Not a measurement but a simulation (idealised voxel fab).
process module | voxel air gaps
cross-section cut | 265 nm wide | cells 5 nm
A cross-section is a grid of square cells, given in bands from the top down. A band is one or more rows of cells.
Each band's line starts with the height of the band's top and of its bottom, in nm. Then come its materials from left to right, each with its width in nm. One material with "throughout" fills the band from edge to edge. "air" is empty space.
Height 0 is the level under which the wafer as received is all one material. The lowest band goes on downwards, as in "0 down".
A width such as "30 to 40" changes by the same amount from each row of cells to the next, from the band's top row to its bottom row.
"no change" after a step means that no cell of the cross-section changed.
closed voids: empty space of 8 cells or more with no open way to the top, each as width x height at its distance from the left edge, in nm
after a step's settings: what the simulator itself notes on the step
overlay nm, on a step with a mask: how far to the right of its planned place the mask lay; to the left if negative
plan
1 op RECEIVE | material Si
2 op CONFORMAL_DEP | material SiO2 | thk nm 10
3 op CONFORMAL_DEP | material SiN | thk nm 5
4 op DIRECTIONAL_DEP | material lowk | thk nm 30
5 op PATTERN | tone open | mask id LINES | material resist | width nm 25 | pitch nm 50 | thk nm 15 | overlay nm 0
6 op DIRECTIONAL_ETCH | etch materials lowk | depth nm 30
7 op STRIP | etch materials resist
8 op CONFORMAL_DEP | material TiN | thk nm 5
9 op FILL_DEP | material Ru | thk nm 10
10 op CMP | height nm 45
11 op EPI | material Ru | thk nm 10
12 op SELECTIVE_ETCH | etch materials lowk | depth nm 40
13 op CONFORMAL_DEP | material SiCN | thk nm 5
as received, after step 1
  0 down: Si throughout
  closed voids: none
first wafer at the end, as planned
  60 to 55: air 30 | SiCN 205 | air 30
  55 to 45: air 30 | SiCN 5 | Ru 45 | SiCN 5 | Ru 45 | SiCN 5 | Ru 45 | SiCN 5 | Ru 45 | SiCN 5 | air 30
  45 to 40: air 30 | SiCN 15 | TiN 5 | Ru 15 | TiN 5 | SiCN 25 | TiN 5 | Ru 15 | TiN 5 | SiCN 25 | TiN 5 | Ru 15 | TiN 5 | SiCN 25 | TiN 5 | Ru 15 | TiN 5 | SiCN 15 | air 30
  40 to 20: air 40 | SiCN 5 | TiN 5 | Ru 15 | TiN 5 | SiCN 5 | air 15 | SiCN 5 | TiN 5 | Ru 15 | TiN 5 | SiCN 5 | air 15 | SiCN 5 | TiN 5 | Ru 15 | TiN 5 | SiCN 5 | air 15 | SiCN 5 | TiN 5 | Ru 15 | TiN 5 | SiCN 5 | air 40
  20 to 15: SiCN 45 | TiN 25 | SiCN 25 | TiN 25 | SiCN 25 | TiN 25 | SiCN 25 | TiN 25 | SiCN 45
  15 to 10: SiN throughout
  10 to 0: SiO2 throughout
  0 down: Si throughout
  closed voids: 15 x 20 at 75; 15 x 20 at 125; 15 x 20 at 175
second wafer at the end: like start, like plan, one mistake
  60 to 55: SiCN throughout
  55 to 45: Ru 55 | SiCN 5 | Ru 45 | SiCN 5 | Ru 45 | SiCN 5 | Ru 45 | SiCN 5 | Ru 55
  45 to 40: Ru 40 | TiN 5 | SiCN 25 | TiN 5 | Ru 15 | TiN 5 | SiCN 25 | TiN 5 | Ru 15 | TiN 5 | SiCN 25 | TiN 5 | Ru 15 | TiN 5 | SiCN 25 | TiN 5 | Ru 40
  40 to 20: Ru 40 | TiN 5 | SiCN 5 | air 15 | SiCN 5 | TiN 5 | Ru 15 | TiN 5 | SiCN 5 | air 15 | SiCN 5 | TiN 5 | Ru 15 | TiN 5 | SiCN 5 | air 15 | SiCN 5 | TiN 5 | Ru 15 | TiN 5 | SiCN 5 | air 15 | SiCN 5 | TiN 5 | Ru 40
  20 to 15: TiN 45 | SiCN 25 | TiN 25 | SiCN 25 | TiN 25 | SiCN 25 | TiN 25 | SiCN 25 | TiN 45
  15 to 10: SiN throughout
  10 to 0: SiO2 throughout
  0 down: Si throughout
  closed voids: 15 x 20 at 50; 15 x 20 at 100; 15 x 20 at 150; 15 x 20 at 200
what went wrong: step 5 ran as: op PATTERN | tone cover | mask id LINES | material resist | width nm 25 | pitch nm 50 | thk nm 15 | overlay nm 0
at the end the second wafer has, in cells: 91 more of Ru | 4 fewer of SiCN | 13 more of TiN
closed voids at the end (first wafer, second wafer): 3, 4
